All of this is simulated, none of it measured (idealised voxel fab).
Proc. module: voxel trench capacitor
Pictured: cross-section cut, 285 nm wide, on a grid of 5 nm square cells.
A cross-section in this document is a grid of square cells, and it is written down as bands, the top band listed before the ones below it; a band is made up of one or more rows of cells. Quick guide to a band line: top height, bottom height (nm) up front; then every material left to right with its width in nm. Only one material and it's marked "everywhere"? Then it fills the band edge to edge. And "air" just means empty space. Where do heights start? At 0: under that level the wafer as delivered is made of one material only. And the lowest band has no floor; it just carries on downward, as in "top 0, no bottom". A two-number width, for instance "30->40", indicates that the width is equal to the first number in the top row of the band and to the second number in the bottom row, and that it changes by a constant amount per row of cells. A step reported as "nothing was modified" is a step in which no cell of the cross-section changed. The label "Enclosed cavity list" introduces a list of the empty spaces, 8 cells or larger, that have no open way up to the top; each entry in it reads width x height at distance, where the distance is taken from the left edge and all three are stated in nm. Text after the settings on a step's line: the simulator's own remark on that step. When a step includes a mask, the "overlay nm" setting on its line states how far to the right of its planned place that mask lay, and negative values state how far to the left.

## The following list gives the planned process steps
1 RECEIVE | material Si
2 CONFORMAL_DEP | material SiN | thk nm 5
3 DIRECTIONAL_DEP | material aC | thk nm 10
4 PATTERN | tone open | mask id TRENCH | material resist | width nm 30 | pitch nm 60 | thk nm 25 | overlay nm 0
5 DIRECTIONAL_ETCH | etch materials aC | depth nm 10
6 STRIP | etch materials resist
7 DIRECTIONAL_ETCH | etch materials SiN | depth nm 5
8 DIRECTIONAL_ETCH | etch materials Si | depth nm 30
9 STRIP | etch materials aC
10 CONFORMAL_DEP | material HfO2 | thk nm 5
11 CONFORMAL_DEP | material TiN | thk nm 5
12 FILL_DEP | material W | thk nm 10
13 CMP | height nm 5

## Delivered wafer in cross-section: state after step 1
  top 0, no bottom = Si everywhere
  Enclosed cavity list: none

## What the wafer looks like in cross-section after this module, when it starts as shown above and follows the plan above but one mistake is made in running it
  top 5, bottom 0 = 35 of SiN | 5 of aC | 5 of TiN | 10 of W | 5 of TiN | 5 of aC | 30 of SiN | 5 of aC | 5 of TiN | 10 of W | 5 of TiN | 5 of aC | 30 of SiN | 5 of aC | 5 of TiN | 10 of W | 5 of TiN | 5 of aC | 30 of SiN | 5 of aC | 5 of TiN | 10 of W | 5 of TiN | 5 of aC | 40 of SiN
  top 0, bottom -20 = 35 of Si | 5 of aC | 5 of TiN | 10 of W | 5 of TiN | 5 of aC | 30 of Si | 5 of aC | 5 of TiN | 10 of W | 5 of TiN | 5 of aC | 30 of Si | 5 of aC | 5 of TiN | 10 of W | 5 of TiN | 5 of aC | 30 of Si | 5 of aC | 5 of TiN | 10 of W | 5 of TiN | 5 of aC | 40 of Si
  top -20, bottom -25 = 35 of Si | 5 of aC | 20 of TiN | 5 of aC | 30 of Si | 5 of aC | 20 of TiN | 5 of aC | 30 of Si | 5 of aC | 20 of TiN | 5 of aC | 30 of Si | 5 of aC | 20 of TiN | 5 of aC | 40 of Si
  top -25, bottom -30 = 35 of Si | 30 of aC | 30 of Si | 30 of aC | 30 of Si | 30 of aC | 30 of Si | 30 of aC | 40 of Si
  top -30, no bottom = Si everywhere
  Enclosed cavity list: none
Run error: step 10, actual vs plan mismatch, actual run CONFORMAL_DEP | material aC | thk nm 5
